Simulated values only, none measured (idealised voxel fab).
process module | voxel spacer lines
It is cross-section cut that appears here, measuring 300 nm in width, its square cells being 5 nm in size.
Format of a cross-section: grid, square cells. Given as bands. Order: top down. Band: one or more rows of cells.
A band entry consists of two parts. The first gives the height of the band's top and the height of its bottom, in nm. The rest lists the band's materials from left to right, each with its width in nm. A single material labelled with the word "throughout" fills the band from edge to edge, and the word "blank" marks empty space.
Height datum 0, below which the as-received substrate wafer is one material. Lowest band open at the bottom, running downward: "top 0, no bottom".
Note: "30..40" means the width goes from the first number (top row of the band) to the second number (bottom row) in equal steps per row of cells.
No cell of the cross-section changed in a step that is given as "no modifications".
Entry "Enclosed void catalog". Content: empty spaces with no open connection to the top, size 8 cells or greater. Each: width x height at distance. Distance: from left edge. Unit: nm.
It should be noted that, on the line of a given step, the content following the step's settings is a remark produced by the simulator itself with respect to that step.
A step line may carry the setting "overlay nm", which, for steps involving a mask, states the distance by which the mask lay to the right of its intended position; negative values denote displacement to the left.
-- Process steps foreseen in the plan
1) RECEIVE [material Si]
2) CONFORMAL_DEP [material Al2O3] [thk nm 5]
3) DIRECTIONAL_DEP [material W] [thk nm 10]
4) DIRECTIONAL_DEP [material aC] [thk nm 20]
5) PATTERN [tone cover] [mask id MANDREL] [material resist] [width nm 15] [pitch nm 50] [thk nm 30] [overlay nm 0]
6) DIRECTIONAL_ETCH [etch materials aC] [depth nm 20]
7) STRIP [etch materials resist]
8) CONFORMAL_DEP [material SiO2] [thk nm 10]
9) DIRECTIONAL_ETCH [etch materials SiO2] [depth nm 10]
10) STRIP [etch materials aC]
11) DIRECTIONAL_ETCH [etch materials W] [depth nm 10]
12) STRIP [etch materials SiO2]
13) FILL_DEP [material SiO2] [thk nm 5]
14) CMP [height nm 15]
-- Of two wafers, the first: run according to plan
-- Wafer at receipt (post step 1), cross-section
  top 0, no bottom | Si throughout
  Enclosed void catalog: none
-- Upon completion of step 2, the wafer appears in cross-section as shown
  top 5, bottom 0 | Al2O3 throughout
  below 0: unchanged
-- Upon completion of step 3, the wafer appears in cross-section as shown
  top 15, bottom 5 | W throughout
  below 5: unchanged
-- Upon completion of step 4, the wafer appears in cross-section as shown
  top 35, bottom 15 | aC throughout
  below 15: unchanged
-- Upon completion of step 5, the wafer appears in cross-section as shown
  top 65, bottom 35 | 90 nm blank, then 15 nm resist, then 35 nm blank, then 15 nm resist, then 35 nm blank, then 15 nm resist, then 95 nm blank
  below 35: unchanged
-- Upon completion of step 6, the wafer appears in cross-section as shown
  top 45, bottom 35 | 90 nm blank, then 15 nm resist, then 35 nm blank, then 15 nm resist, then 35 nm blank, then 15 nm resist, then 95 nm blank
  top 35, bottom 15 | 90 nm blank, then 15 nm aC, then 35 nm blank, then 15 nm aC, then 35 nm blank, then 15 nm aC, then 95 nm blank
  below 15: unchanged
-- Upon completion of step 7, the wafer appears in cross-section as shown
  top 35, bottom 15 | 90 nm blank, then 15 nm aC, then 35 nm blank, then 15 nm aC, then 35 nm blank, then 15 nm aC, then 95 nm blank
  below 15: unchanged
-- Upon completion of step 8, the wafer appears in cross-section as shown
  top 45, bottom 35 | 80 nm blank, then 35 nm SiO2, then 15 nm blank, then 35 nm SiO2, then 15 nm blank, then 35 nm SiO2, then 85 nm blank
  top 35, bottom 25 | 80 nm blank, then 10 nm SiO2, then 15 nm aC, then 10 nm SiO2, then 15 nm blank, then 10 nm SiO2, then 15 nm aC, then 10 nm SiO2, then 15 nm blank, then 10 nm SiO2, then 15 nm aC, then 10 nm SiO2, then 85 nm blank
  top 25, bottom 15 | 90 nm SiO2, then 15 nm aC, then 35 nm SiO2, then 15 nm aC, then 35 nm SiO2, then 15 nm aC, then 95 nm SiO2
  below 15: unchanged
-- Upon completion of step 9, the wafer appears in cross-section as shown
  top 35, bottom 15 | 80 nm blank, then 10 nm SiO2, then 15 nm aC, then 10 nm SiO2, then 15 nm blank, then 10 nm SiO2, then 15 nm aC, then 10 nm SiO2, then 15 nm blank, then 10 nm SiO2, then 15 nm aC, then 10 nm SiO2, then 85 nm blank
  below 15: unchanged
-- Upon completion of step 10, the wafer appears in cross-section as shown
  top 35, bottom 15 | 80 nm blank, then 10 nm SiO2, then 15 nm blank, then 10 nm SiO2, then 15 nm blank, then 10 nm SiO2, then 15 nm blank, then 10 nm SiO2, then 15 nm blank, then 10 nm SiO2, then 15 nm blank, then 10 nm SiO2, then 85 nm blank
  below 15: unchanged
-- Upon completion of step 11, the wafer appears in cross-section as shown
  top 35, bottom 15 | 80 nm blank, then 10 nm SiO2, then 15 nm blank, then 10 nm SiO2, then 15 nm blank, then 10 nm SiO2, then 15 nm blank, then 10 nm SiO2, then 15 nm blank, then 10 nm SiO2, then 15 nm blank, then 10 nm SiO2, then 85 nm blank
  top 15, bottom 5 | 80 nm blank, then 10 nm W, then 15 nm blank, then 10 nm W, then 15 nm blank, then 10 nm W, then 15 nm blank, then 10 nm W, then 15 nm blank, then 10 nm W, then 15 nm blank, then 10 nm W, then 85 nm blank
  below 5: unchanged
-- Upon completion of step 12, the wafer appears in cross-section as shown
  top 15, bottom 5 | 80 nm blank, then 10 nm W, then 15 nm blank, then 10 nm W, then 15 nm blank, then 10 nm W, then 15 nm blank, then 10 nm W, then 15 nm blank, then 10 nm W, then 15 nm blank, then 10 nm W, then 85 nm blank
  below 5: unchanged
-- Upon completion of step 13, the wafer appears in cross-section as shown
  top 20, bottom 15 | SiO2 throughout
  top 15, bottom 5 | 80 nm SiO2, then 10 nm W, then 15 nm SiO2, then 10 nm W, then 15 nm SiO2, then 10 nm W, then 15 nm SiO2, then 10 nm W, then 15 nm SiO2, then 10 nm W, then 15 nm SiO2, then 10 nm W, then 85 nm SiO2
  below 5: unchanged
-- Upon completion of step 14, the wafer appears in cross-section as shown
  top 15, bottom 5 | 80 nm SiO2, then 10 nm W, then 15 nm SiO2, then 10 nm W, then 15 nm SiO2, then 10 nm W, then 15 nm SiO2, then 10 nm W, then 15 nm SiO2, then 10 nm W, then 15 nm SiO2, then 10 nm W, then 85 nm SiO2
  below 5: unchanged
-- Here the second wafer is described. Its start and its plan were those of the first wafer. Its run contained one mistake. Up to and including step 12, it did exactly what the first wafer did
-- The second wafer in cross-section, at the planned close of step 13
  top 20, bottom 15 | aC throughout
  top 15, bottom 5 | 80 nm aC, then 10 nm W, then 15 nm aC, then 10 nm W, then 15 nm aC, then 10 nm W, then 15 nm aC, then 10 nm W, then 15 nm aC, then 10 nm W, then 15 nm aC, then 10 nm W, then 85 nm aC
  below 5: unchanged
-- The second wafer in cross-section, at the planned close of step 14
  top 15, bottom 5 | 80 nm aC, then 10 nm W, then 15 nm aC, then 10 nm W, then 15 nm aC, then 10 nm W, then 15 nm aC, then 10 nm W, then 15 nm aC, then 10 nm W, then 15 nm aC, then 10 nm W, then 85 nm aC
  below 5: unchanged
Diagnosis: step 13 changed vs plan, executed as FILL_DEP [material aC] [thk nm 5]
Once processing is complete, comparing cell counts shows that the second wafer has more or fewer of certain materials than the first: 96 fewer of SiO2; 96 more of aC
